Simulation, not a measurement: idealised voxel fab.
Documented hereafter: the process module known as voxel self aligned vias.
Square cells of 5 nm make up the cross-section cut, whose width is 155 nm.
Notation: cross-section as square-cell grid; stated in bands, top first, going down; one or more cell rows per band.
Top, bottom (nm), then materials left to right with widths (nm); lone material tagged "throughout" fills the whole band edge to edge; "empty" = empty space.
Height 0 is the level under which the wafer as received is all one material. The lowest band goes on downwards, as in "0 -> down".
Note: "30->40" means the width goes from the first number (top row of the band) to the second number (bottom row) in equal steps per row of cells.
Reading "remains unaltered" for a step: not a cell of the cross-section changed in it.
Voids, fully enclosed: empty space of 8 cells or more with no open way to the top, each as width x height at its distance from the left edge, in nm
Step line, after settings: the simulator's comment on this step.
"overlay nm", when on a step's line for a step with a mask, measures how far to the right of its planned place the mask lay; a negative measure means to the left.
Listed below are the process steps as planned
1: RECEIVE | material Si
2: CONFORMAL_DEP | material SiO2 | thk nm 5
3: CONFORMAL_DEP | material SiCN | thk nm 5
4: DIRECTIONAL_DEP | material lowk | thk nm 25
5: MASKED_ETCH | tone open | mask id LINES | width nm 20 | pitch nm 45 | etch materials lowk | depth nm 25 | overlay nm 0
6: CONFORMAL_DEP | material TiN | thk nm 5
7: FILL_DEP | material W | thk nm 5
8: CMP | height nm 40
9: SELECTIVE_ETCH | etch materials W Ru TiN | depth nm 5
10: FILL_DEP | material SiN | thk nm 10
11: CMP | height nm 40
12: DIRECTIONAL_DEP | material lowk | thk nm 20
13: PATTERN | tone open | mask id VIAS | material resist | width nm 30 | pitch nm 45 | thk nm 15 | overlay nm 0
14: DIRECTIONAL_ETCH | etch materials lowk | depth nm 20
15: DIRECTIONAL_ETCH | etch materials SiN | depth nm 5
16: STRIP | etch materials resist
17: CONFORMAL_DEP | material TiN | thk nm 5
18: FILL_DEP | material W | thk nm 10
19: CMP | height nm 60
20: CONFORMAL_DEP | material SiN | thk nm 5
Split variable: thk nm, step 2. Plan value = first wafer. Wafers start alike.
The first of several wafers as received, shown in cross-section; this is its state after step 1
  0 -> down = Si throughout
  Voids, fully enclosed: none
Heads up, this table goes wafer by wafer. A row tells you, at the end of the module, how many cells of each material that wafer has put on (+) or dropped (-) since it was received, and then its closed voids
thk nm 5; +31 SiCN; +44 SiN; +31 SiO2; +78 TiN; +72 W; +147 lowk; Voids, fully enclosed: none
thk nm 10; +31 SiCN; +31 SiN; +62 SiO2; +72 TiN; +60 W; +147 lowk; Voids, fully enclosed: none
thk nm 15; +31 SiCN; +31 SiN; +93 SiO2; +66 TiN; +54 W; +128 lowk; Voids, fully enclosed: none
thk nm 20; +31 SiCN; +31 SiN; +124 SiO2; +60 TiN; +48 W; +109 lowk; Voids, fully enclosed: none
thk nm 25; +31 SiCN; +31 SiN; +155 SiO2; +54 TiN; +42 W; +90 lowk; Voids, fully enclosed: none
